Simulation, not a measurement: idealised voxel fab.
Process module heading - voxel capacitor over wiring
Xsec cut, 270 nm wide, square cell size 5 nm.
For the purposes of this document, a cross-section shall be understood as a grid of square cells, specified as bands listed in top-to-bottom order, each band consisting of one or more rows of cells. Heads up on the band format: heights come first, top then bottom, in nm. After that it's the materials left to right, each with its width in nm. A single material flagged "everywhere" fills the whole band edge to edge, and "empty" means there's empty space there. For the purposes of this specification, 0 denotes the height below which the wafer in its as-received condition is composed wholly of one material, and the lowermost band, lacking a lower limit, extends downward without end, as expressed in "z 0 and below". Per-row width for "30 to 40": begins at first number (top row of band), ends at second number (bottom row), increment between rows held constant. For the purposes of this document, the phrase "remains unaltered" attached to a step denotes that no cell within the cross-section was modified by that step. "Encapsulated voids" means: voids of 8 cells or more that are shut off from the top with no open way through. Written width x height at distance, distance from the left edge, in nm. Formally, on a step line, whatever follows the settings is a remark that the simulator itself makes on the step. The line of a step may include "overlay nm". On a step with a mask, this value is how far to the right of its planned place the mask lay. A negative value means the mask lay to the left.
# Intended process steps
1,RECEIVE with material Si
2,CONFORMAL_DEP with material SiO2, thk nm 15
3,DIRECTIONAL_DEP with material TiN, thk nm 5
4,DIRECTIONAL_DEP with material Ru, thk nm 25
5,DIRECTIONAL_DEP with material aC, thk nm 15
6,PATTERN with tone cover, mask id METAL_1, material resist, width nm 20, pitch nm 85, thk nm 35, overlay nm 0
7,DIRECTIONAL_ETCH with etch materials aC, depth nm 15
8,STRIP with etch materials resist
9,DIRECTIONAL_ETCH with etch materials Ru, depth nm 25
10,DIRECTIONAL_ETCH with etch materials TiN, depth nm 5
11,STRIP with etch materials aC
12,CONFORMAL_DEP with material SiCN, thk nm 5
13,FILL_DEP with material lowk, thk nm 5
14,CMP with height nm 45
15,CONFORMAL_DEP with material SiCN, thk nm 5
16,DIRECTIONAL_DEP with material SiO2, thk nm 15
17,DIRECTIONAL_DEP with material aC, thk nm 10
18,PATTERN with tone open, mask id PLUG_1, material resist, width nm 15, thk nm 25, overlay nm 0
19,DIRECTIONAL_ETCH with etch materials aC, depth nm 10
20,STRIP with etch materials resist
21,DIRECTIONAL_ETCH with etch materials SiO2, depth nm 15
22,DIRECTIONAL_ETCH with etch materials SiCN, depth nm 5
23,STRIP with etch materials aC
24,CONFORMAL_DEP with material TiN, thk nm 5
25,FILL_DEP with material Ru, thk nm 10
26,CMP with height nm 65
27,DIRECTIONAL_DEP with material TiN, thk nm 5
28,DIRECTIONAL_DEP with material SiN, thk nm 5
29,DIRECTIONAL_DEP with material TiN, thk nm 5
30,MASKED_ETCH with tone cover, mask id UPPER_PLATE, width nm 70, etch materials TiN, depth nm 5, overlay nm 0
31,MASKED_ETCH with tone cover, mask id UPPER_PLATE, width nm 70, etch materials SiN, depth nm 5, overlay nm 0
32,PATTERN with tone cover, mask id LOWER_PLATE, material resist, width nm 80, thk nm 15, overlay nm 0
33,DIRECTIONAL_ETCH with etch materials TiN, depth nm 5
34,STRIP with etch materials resist
35,FILL_DEP with material SiO2, thk nm 20
36,CMP with height nm 95
37,MASKED_ETCH with tone open, mask id PLUG_2, width nm 15, etch materials SiO2, depth nm 15, overlay nm 0
38,CONFORMAL_DEP with material TiN, thk nm 5
39,FILL_DEP with material Ru, thk nm 5
40,CMP with height nm 95
41,CONFORMAL_DEP with material SiN, thk nm 5
# Cross-section of the wafer at receipt, which is the condition after step 1
z 0 and below = Si everywhere
Encapsulated voids: none
# Cross-sectional image of the first of two wafers at the end of the module, the run having proceeded as planned
z 100 to 95 = SiN everywhere
z 95 to 85 = 95 SiO2; 5 TiN; 5 Ru; 5 TiN; 160 SiO2
z 85 to 75 = 95 to 85 SiO2; 15 to 70 TiN; 160 to 115 SiO2
z 75 to 70 = 85 SiO2; 70 SiN; 115 SiO2
z 70 to 65 = 80 SiO2; 80 TiN; 110 SiO2
z 65 to 50 = 85 SiO2; 5 TiN; 5 Ru; 5 TiN; 170 SiO2
z 50 to 45 = 85 SiCN; 15 TiN; 170 SiCN
z 45 to 20 = 75 lowk; 5 SiCN; 20 Ru; 5 SiCN; 55 lowk; 5 SiCN; 20 Ru; 5 SiCN; 80 lowk
z 20 to 15 = 80 SiCN; 20 TiN; 65 SiCN; 20 TiN; 85 SiCN
z 15 to 0 = SiO2 everywhere
z 0 and below = Si everywhere
Encapsulated voids: none
# Second wafer through the module, sectioned at the end: same beginning and same plan as the first wafer, with one mistake in carrying it out
z 100 to 95 = SiN everywhere
z 95 to 90 = 85 SiO2; 70 TiN; 115 SiO2
z 90 to 85 = 85 SiO2; 70 SiN; 115 SiO2
z 85 to 80 = 80 SiO2; 80 TiN; 110 SiO2
z 80 to 70 = Ru everywhere
z 70 to 65 = 90 TiN; 5 Ru; 175 TiN
z 65 to 50 = 85 SiO2; 5 TiN; 5 Ru; 5 TiN; 170 SiO2
z 50 to 45 = 85 SiCN; 15 TiN; 170 SiCN
z 45 to 20 = 75 lowk; 5 SiCN; 20 Ru; 5 SiCN; 55 lowk; 5 SiCN; 20 Ru; 5 SiCN; 80 lowk
z 20 to 15 = 80 SiCN; 20 TiN; 65 SiCN; 20 TiN; 85 SiCN
z 15 to 0 = SiO2 everywhere
z 0 and below = Si everywhere
Encapsulated voids: none
Processing error: heads up, step 26 of the plan was skipped and never actually ran
The closing comparison, in cells, has the second wafer with more or fewer of some materials than the first: 107 more of Ru | 153 fewer of SiO2 | 46 more of TiN
